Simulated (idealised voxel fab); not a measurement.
This is a process module. Its name is voxel ribs on slabs.
Square cells of 5 nm make up the cross-section cut, whose width is 185 nm.
Heads up, the way a cross-section reads in here is a grid of square cells, handed over as bands from the top down, with every band being one or more rows of cells.
Band entry format. Leading values: height of top, height of bottom, nm. Remainder: materials in left-to-right order, each with its width in nm. Special words: "edge to edge" on a single material, which then fills the band edge to edge; "blank", empty space.
Height 0 is the level under which the wafer as received is all one material. The lowest band goes on downwards, as in "0 nm and below".
It should be noted that a width expressed as "30..40" varies in equal increments from row to row of cells within the band, taking the value of the first number at the top row and that of the second number at the bottom row.
When a step is marked "remained unchanged", none of the cells in the cross-section changed during that step.
The list in "Enclosed void catalog" covers empty spaces of 8 cells or more that cannot reach the top through any open way, and it gives each as width x height at distance; the distance is from the left edge, and width, height and distance are in nm.
Post-settings text on a step line: simulator's own remark regarding the step.
overlay nm: on a step with a mask, how far right of its planned place the mask lay; negative means left.
These are the steps we planned for the process
| 1 | RECEIVE | material Si |
| 2 | DIRECTIONAL_DEP | material SiO2 | thk nm 25 |
| 3 | DIRECTIONAL_DEP | material SiN | thk nm 20 |
| 4 | MASKED_ETCH | tone cover | mask id RIB | width nm 25 | etch materials SiN | depth nm 10 | overlay nm 0 |
| 5 | MASKED_ETCH | tone cover | mask id SLAB | width nm 75 | etch materials SiN | depth nm 10 | overlay nm 0 |
| 6 | FILL_DEP | material SiO2 | thk nm 25 |
| 7 | CMP | height nm 50 |
| 8 | DIRECTIONAL_DEP | material TiN | thk nm 10 |
| 9 | MASKED_ETCH | tone cover | mask id HEATER | width nm 35 | etch materials TiN | depth nm 10 | overlay nm 0 |
| 10 | CONFORMAL_DEP | material SiO2 | thk nm 5 |
Wafer-to-wafer difference: height nm, step 7. Common start. Plan = first wafer's value.
Cross-section of the first of several wafers as received (after step 1)
	0 nm and below: Si edge to edge
	Enclosed void catalog: none
Below, a row for every wafer. Read it as the end-of-module picture: for each material the wafer shows its cells gained (+) or lost (-) since it was received, and then its closed voids
height nm 50, +40 SiN, +371 SiO2, +14 TiN, Enclosed void catalog: none
height nm 55, +40 SiN, +408 SiO2, +14 TiN, Enclosed void catalog: none
height nm 60, +40 SiN, +445 SiO2, +14 TiN, Enclosed void catalog: none
height nm 65, +40 SiN, +482 SiO2, +14 TiN, Enclosed void catalog: none
height nm 70, +40 SiN, +519 SiO2, +14 TiN, Enclosed void catalog: none
